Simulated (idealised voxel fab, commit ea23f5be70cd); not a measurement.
process module | voxel released beams
cross-section cut | 225 nm wide | cells 5 nm
In this document a cross-section is written as a grid of square cells. It is given as a series of bands, listed from the top down, and a band is one or more rows of cells.
The band entry comprises the height of the band's top followed by the height of its bottom, expressed in nm, and subsequently the band's materials from left to right, each stated together with its width in nm. Where a single material is marked with the word "edge to edge", that material fills the band from edge to edge. The word "air" represents empty space.
It should be noted that heights are counted from 0, beneath which the wafer as supplied is of one material throughout, and that the lowest band possesses no lower boundary but continues downward, as written in "0 -> down".
The two numbers in a width such as "30 to 40" mark its ends across the band: the first belongs to the top row of cells, the second to the bottom row, and from each row to the next the width moves by the same amount.
Reading "nothing changed" for a step: not a cell of the cross-section changed in it.
Under "Non-vented voids" you'll find the enclosed gaps, the ones with no way out to the top, that are 8 cells or bigger; each reads width x height at distance, with distance counted from the left edge, everything in nm.
Heads up: the bit after the settings on a step's line is the simulator's remark on that step.
The setting "overlay nm" may be written on the line of a step. When the step uses a mask, the value reports how far to the right of the planned place the mask lay, and a negative value reports that it lay to the left.

[The steps planned for the process are as follows]
1. RECEIVE (material Si)
2. CONFORMAL_DEP (material Al2O3; thk nm 5)
3. DIRECTIONAL_DEP (material SiO2; thk nm 15)
4. DIRECTIONAL_DEP (material aC; thk nm 10)
5. PATTERN (tone open; mask id ANCHOR; material resist; width nm 30; thk nm 25; overlay nm 0)
6. DIRECTIONAL_ETCH (etch materials aC; depth nm 10)
7. STRIP (etch materials resist)
8. DIRECTIONAL_ETCH (etch materials SiO2; depth nm 5)
9. STRIP (etch materials aC)
10. CONFORMAL_DEP (material W; thk nm 10)
11. DIRECTIONAL_DEP (material aC; thk nm 15)
12. PATTERN (tone cover; mask id BEAM; material resist; width nm 95; thk nm 30; overlay nm 0)
13. DIRECTIONAL_ETCH (etch materials aC; depth nm 15)
14. STRIP (etch materials resist)
15. DIRECTIONAL_ETCH (etch materials W; depth nm 10)
16. STRIP (etch materials aC)
17. STRIP (etch materials SiO2)
All wafers enter the flow in the same state. The depth nm at step 8 differs from wafer to wafer, and the plan gives the value for the first wafer.

[After step 1, as received: first of several wafers, cross-section]
  0 -> down = Si edge to edge
  Non-vented voids: none

[Once step 17, the last step, is complete, the module is at its end; this is the cross-section of the first of several wafers]
  5 -> 0 = Al2O3 edge to edge
  0 -> down = Si edge to edge
  Non-vented voids: none

[Last wafer x-sec, end of module]
  30 -> 20 = air: 60 / W: 15 / air: 10 / W: 70 / air: 70
  20 -> 15 = air: 65 / W: 10 / air: 10 / W: 10 / air: 130
  15 -> 5 = air: 65 / W: 30 / air: 130
  5 -> 0 = Al2O3 edge to edge
  0 -> down = Si edge to edge
  Non-vented voids: none

[Below, a row for every wafer. Read it as the end-of-module picture: for each material the wafer shows its cells gained (+) or lost (-) since it was received, and then its closed voids]
depth nm 5; +45 Al2O3; Non-vented voids: none
depth nm 10; +45 Al2O3; Non-vented voids: none
depth nm 15; +45 Al2O3; +50 W; Non-vented voids: none
depth nm 20; +45 Al2O3; +50 W; Non-vented voids: none
depth nm 25; +45 Al2O3; +50 W; Non-vented voids: none
depth nm 30; +45 Al2O3; +50 W; Non-vented voids: none
